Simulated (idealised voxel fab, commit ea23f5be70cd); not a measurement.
The process module that follows is named voxel lift off.
Section shown: cut. Width: 180 nm. Cell size: 5 nm, square.
For the purposes of this document, a cross-section shall be understood as a grid of square cells, specified as bands listed in top-to-bottom order, each band consisting of one or more rows of cells.
Look at the band entry: it leads with the top's height and the bottom's height in nm. Then it lists the materials left to right, with a width in nm for each. The word "throughout" on a single material says that material fills the band edge to edge. The word "air" is empty space.
For the purposes of this specification, 0 denotes the height below which the wafer in its as-received condition is composed wholly of one material, and the lowermost band, lacking a lower limit, extends downward without end, as expressed in "0 and below".
Note: "30..40" means the width goes from the first number (top row of the band) to the second number (bottom row) in equal steps per row of cells.
Reading "same as before" for a step: not a cell of the cross-section changed in it.
Closed-off voids of 8+ cells (no open route to the top) go in "Catalogued sealed voids", written width x height at distance from the left edge, in nm.
Anything after a step's settings on that line? It's the simulator's own note about the step.
Regarding "overlay nm": on a step with a mask, it is the distance the mask lay to the right of its planned place; a negative value places it to the left.
THE FOLLOWING LIST GIVES THE PLANNED PROCESS STEPS
step 1: RECEIVE (material Si)
step 2: CONFORMAL_DEP (material Al2O3; thk nm 10)
step 3: PATTERN (tone open; mask id LINES; material resist; width nm 20; pitch nm 40; thk nm 20; overlay nm 0)
step 4: DIRECTIONAL_DEP (material Ru; thk nm 10)
step 5: STRIP (etch materials resist)
step 6: CONFORMAL_DEP (material SiN; thk nm 5)
For this document, wafers share an identical start and vary in the step 6 thk nm; the plan quotes the first wafer's value.
CUT THROUGH THE FIRST OF SEVERAL WAFERS AS RECEIVED, POST STEP 1
0 and below = Si throughout
Catalogued sealed voids: none
QUICK LOOK AT THE CROSS-SECTION OF THE FIRST OF SEVERAL WAFERS AFTER STEP 6, WHICH WRAPS UP THE MODULE
25 down to 20 = 15 nm air  30 nm SiN  10 nm air  30 nm SiN  10 nm air  30 nm SiN  10 nm air  30 nm SiN  15 nm air
20 down to 15 = 15 nm air  5 nm SiN  20 nm Ru  5 nm SiN  10 nm air  5 nm SiN  20 nm Ru  5 nm SiN  10 nm air  5 nm SiN  20 nm Ru  5 nm SiN  10 nm air  5 nm SiN  20 nm Ru  5 nm SiN  15 nm air
15 down to 10 = 20 nm SiN  20 nm Ru  20 nm SiN  20 nm Ru  20 nm SiN  20 nm Ru  20 nm SiN  20 nm Ru  20 nm SiN
10 down to 0 = Al2O3 throughout
0 and below = Si throughout
Catalogued sealed voids: none
HERE WE CROSS-SECTIONED THE LAST OF THE WAFERS ONCE THE MODULE WAS DONE
45 down to 20 = SiN throughout
20 down to 10 = 20 nm SiN  20 nm Ru  20 nm SiN  20 nm Ru  20 nm SiN  20 nm Ru  20 nm SiN  20 nm Ru  20 nm SiN
10 down to 0 = Al2O3 throughout
0 and below = Si throughout
Catalogued sealed voids: none
PER WAFER, END OF MODULE: CELLS GAINED (+) OR LOST (-) PER MATERIAL SINCE RECEIPT, THEN CLOSED VOIDS
thk nm 5, +72 Al2O3, +32 Ru, +52 SiN, Catalogued sealed voids: none
thk nm 10, +72 Al2O3, +32 Ru, +104 SiN, Catalogued sealed voids: none
thk nm 15, +72 Al2O3, +32 Ru, +144 SiN, Catalogued sealed voids: none
thk nm 20, +72 Al2O3, +32 Ru, +184 SiN, Catalogued sealed voids: none
thk nm 25, +72 Al2O3, +32 Ru, +220 SiN, Catalogued sealed voids: none
